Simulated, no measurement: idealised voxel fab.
The name of this process module is voxel self aligned contacts.
Cross-section cut spans 295 nm and uses square cells 5 nm in size.
Square cells in a grid make up a cross-section in this document, and the grid is given as bands, listed from the top down, each one or more rows of cells.
Read a band's entry like this: the first values are the height of its top and the height of its bottom in nm, and what follows is the sequence of materials from left to right, each with its width in nm. Note that "empty" is empty space, and that a single material marked "edge to edge" reaches across the band from edge to edge.
We count height from 0. Below that, the starting wafer is all one material. The lowest band never ends at the bottom but goes on down; see "from 0 down" for how that is written.
It should be noted that a width expressed as "30..40" varies in equal increments from row to row of cells within the band, taking the value of the first number at the top row and that of the second number at the bottom row.
You'll sometimes find "remained the same" written for a step, and that's the way of saying that nowhere in the cross-section did a cell change during that step.
Look at "Enclosed void listing" for the closed voids: empty spaces with no open path to the top, sized 8 cells or up. Each is width x height at distance, distance from the left edge, all nm.
Step line, after settings: the simulator's comment on this step.
"overlay nm" denotes, for a step that has a mask, the displacement of the mask to the right of its planned place, with negative values corresponding to the left.
So here's the lineup of process steps we planned:
1) RECEIVE, material Si
2) CONFORMAL_DEP, material SiO2, thk nm 5
3) DIRECTIONAL_DEP, material polySi, thk nm 20
4) DIRECTIONAL_DEP, material SiN, thk nm 20
5) DIRECTIONAL_DEP, material aC, thk nm 10
6) PATTERN, tone cover, mask id GATE, material resist, width nm 30, pitch nm 75, thk nm 25, overlay nm -15
7) DIRECTIONAL_ETCH, etch materials aC, depth nm 10
8) STRIP, etch materials resist
9) DIRECTIONAL_ETCH, etch materials SiN, depth nm 20
10) DIRECTIONAL_ETCH, etch materials polySi, depth nm 20
11) STRIP, etch materials aC
12) CONFORMAL_DEP, material SiN, thk nm 10
13) DIRECTIONAL_ETCH, etch materials SiN, depth nm 10
14) FILL_DEP, material SiO2, thk nm 20
15) CMP, height nm 55
16) DIRECTIONAL_DEP, material aC, thk nm 15
17) PATTERN, tone open, mask id CONTACT, material resist, width nm 55, thk nm 30, overlay nm 0
18) DIRECTIONAL_ETCH, etch materials aC, depth nm 15
19) STRIP, etch materials resist
20) DIRECTIONAL_ETCH, etch materials SiO2, depth nm 55
21) STRIP, etch materials aC
22) CONFORMAL_DEP, material TiN, thk nm 5
23) FILL_DEP, material W, thk nm 5
24) CMP, height nm 55
25) CONFORMAL_DEP, material SiN, thk nm 5
Split variable: overlay nm, step 6. Plan value = first wafer. Wafers start alike.
Cross-section, first of several wafers, as delivered after step 1:
- from 0 down: Si edge to edge
- Enclosed void listing: none
At the end of the module, after its last step, step 25, the first of several wafers appears in cross-section as follows:
- from 60 to 55: SiN edge to edge
- from 55 to 45: SiO2=120, TiN=5, W=45..15, TiN=5..35, SiO2=120
- from 45 to 25: SiO2=70, SiN=50, TiN=5, W=15, TiN=5, SiN=50, SiO2=100
- from 25 to 5: SiO2=70, SiN=10, polySi=30, SiN=10, TiN=5, W=15, TiN=5, SiN=10, polySi=30, SiN=10, SiO2=100
- from 5 to 0: SiO2=120, TiN=25, SiO2=150
- from 0 down: Si edge to edge
- Enclosed void listing: none
The final wafer, sectioned at module end:
- from 60 to 55: SiN edge to edge
- from 55 to 45: SiO2=120, TiN=5..35, W=45..15, TiN=5, SiO2=120
- from 45 to 25: SiO2=100, SiN=50, TiN=5, W=15, TiN=5, SiN=50, SiO2=70
- from 25 to 5: SiO2=100, SiN=10, polySi=30, SiN=10, TiN=5, W=15, TiN=5, SiN=10, polySi=30, SiN=10, SiO2=70
- from 5 to 0: SiO2=150, TiN=25, SiO2=120
- from 0 down: Si edge to edge
- Enclosed void listing: none
Tabulated below, wafer by wafer, are the end-of-module results: for each material, the number of cells gained (+) or lost (-) relative to the as-received state, followed by the closed voids:
overlay nm -15; +171 SiN; +422 SiO2; +31 TiN; +36 W; +48 polySi; Enclosed void listing: none
overlay nm -10; +171 SiN; +422 SiO2; +31 TiN; +36 W; +48 polySi; Enclosed void listing: none
overlay nm -5; +171 SiN; +422 SiO2; +31 TiN; +36 W; +48 polySi; Enclosed void listing: none
overlay nm 0; +171 SiN; +422 SiO2; +31 TiN; +36 W; +48 polySi; Enclosed void listing: none
overlay nm 5; +171 SiN; +422 SiO2; +31 TiN; +36 W; +48 polySi; Enclosed void listing: none
overlay nm 10; +171 SiN; +422 SiO2; +31 TiN; +36 W; +48 polySi; Enclosed void listing: none
overlay nm 15; +171 SiN; +422 SiO2; +31 TiN; +36 W; +48 polySi; Enclosed void listing: none
